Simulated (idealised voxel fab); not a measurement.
Proc. module: voxel tone inversion
We display cut, a cross-section 265 nm in width whose square cells are each 5 nm.
When this document writes out a cross-section, it uses a grid of square cells and lists it as bands, beginning at the top and moving down, with a band standing for one or more rows of cells.
The band entry comprises the height of the band's top followed by the height of its bottom, expressed in nm, and subsequently the band's materials from left to right, each stated together with its width in nm. Where a single material is marked with the word "full width", that material fills the band from edge to edge. The word "empty" represents empty space.
Heads up on the height convention: 0 is the point under which the incoming wafer is all one material, and the lowest band has no bottom, it just keeps going down, like "from 0 down".
A two-number width, for instance "30->40", indicates that the width is equal to the first number in the top row of the band and to the second number in the bottom row, and that it changes by a constant amount per row of cells.
Basically "stayed the same" means that step didn't change any cell in the cross-section.
You'll see "Fully enclosed voids" listing empty spaces that have no way open to the top, as long as they're 8 cells or more; the notation is width x height at distance, where the distance is from the left edge, and all of it is in nm.
Past the settings on a step's line: simulator remark, on that step.
overlay nm: where the mask lay relative to plan, measured to the right, on steps with a mask; negatives go left.
# Process steps foreseen in the plan
1 RECEIVE,material Si
2 CONFORMAL_DEP,material SiN,thk nm 10
3 DIRECTIONAL_DEP,material polySi,thk nm 20
4 PATTERN,tone cover,mask id POSTS,material resist,width nm 15,pitch nm 40,thk nm 30,overlay nm 0
5 DIRECTIONAL_ETCH,etch materials polySi,depth nm 20
6 STRIP,etch materials resist
7 FILL_DEP,material lowk,thk nm 10
8 CMP,height nm 30
9 STRIP,etch materials polySi
# as received, after step 1
  from 0 down  Si full width
  Fully enclosed voids: none
# Module complete - cross-section of the first of two wafers, run according to plan
  from 30 to 10  lowk (65); empty (15); lowk (25); empty (15); lowk (25); empty (15); lowk (25); empty (15); lowk (65)
  from 10 to 0  SiN full width
  from 0 down  Si full width
  Fully enclosed voids: none
# Cross-sectional view: second of two wafers, end of module; start and plan identical to the first, one mistake in running
  from 30 to 20  SiN full width
  from 20 to 0  polySi full width
  from 0 down  Si full width
  Fully enclosed voids: none
Want to know what went wrong? note: step 2 <-> step 3, run order reversed vs plan
In the final state, the cell counts of the second wafer exceed or fall short of those of the first for the following materials: -164 lowk, +212 polySi
